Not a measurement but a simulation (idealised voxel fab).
process module | voxel spacer lines
cross-section cut | 250 nm wide | cells 5 nm
A cross-section is a grid of square cells, given in bands from the top down. A band is one or more rows of cells.
Each band's line starts with the height of the band's top and of its bottom, in nm. Then come its materials from left to right, each with its width in nm. One material with "throughout" fills the band from edge to edge. "air" is empty space.
Height 0 is the level under which the wafer as received is all one material. The lowest band goes on downwards, as in "0 down".
A width such as "30 to 40" changes by the same amount from each row of cells to the next, from the band's top row to its bottom row.
"no change" after a step means that no cell of the cross-section changed.
closed voids: empty space of 8 cells or more with no open way to the top, each as width x height at its distance from the left edge, in nm
after a step's settings: what the simulator itself notes on the step
overlay nm, on a step with a mask: how far to the right of its planned place the mask lay; to the left if negative
plan
1 op RECEIVE | material Si
2 op CONFORMAL_DEP | material Al2O3 | thk nm 5
3 op DIRECTIONAL_DEP | material SiN | thk nm 15
4 op DIRECTIONAL_DEP | material aC | thk nm 30
5 op PATTERN | tone cover | mask id MANDREL | material resist | width nm 25 | pitch nm 70 | thk nm 35 | overlay nm 0
6 op DIRECTIONAL_ETCH | etch materials aC | depth nm 30
7 op STRIP | etch materials resist
8 op CONFORMAL_DEP | material SiO2 | thk nm 10
9 op DIRECTIONAL_ETCH | etch materials SiO2 | depth nm 10
10 op STRIP | etch materials aC
11 op DIRECTIONAL_ETCH | etch materials SiN | depth nm 15
12 op STRIP | etch materials SiO2
as received, after step 1
  0 down: Si throughout
  closed voids: none
first wafer at the end, as planned
  20 to 5: air 30 | SiN 10 | air 25 | SiN 10 | air 25 | SiN 10 | air 25 | SiN 10 | air 25 | SiN 10 | air 25 | SiN 10 | air 35
  5 to 0: Al2O3 throughout
  0 down: Si throughout
  closed voids: none
second wafer at the end: like start, like plan, one mistake
  15 to 0: air 30 | SiN 10 | air 25 | SiN 10 | air 25 | SiN 10 | air 25 | SiN 10 | air 25 | SiN 10 | air 25 | SiN 10 | air 35
  0 down: Si throughout
  closed voids: none
what went wrong: step 2 was left out
at the end the second wafer has, in cells: 50 fewer of Al2O3
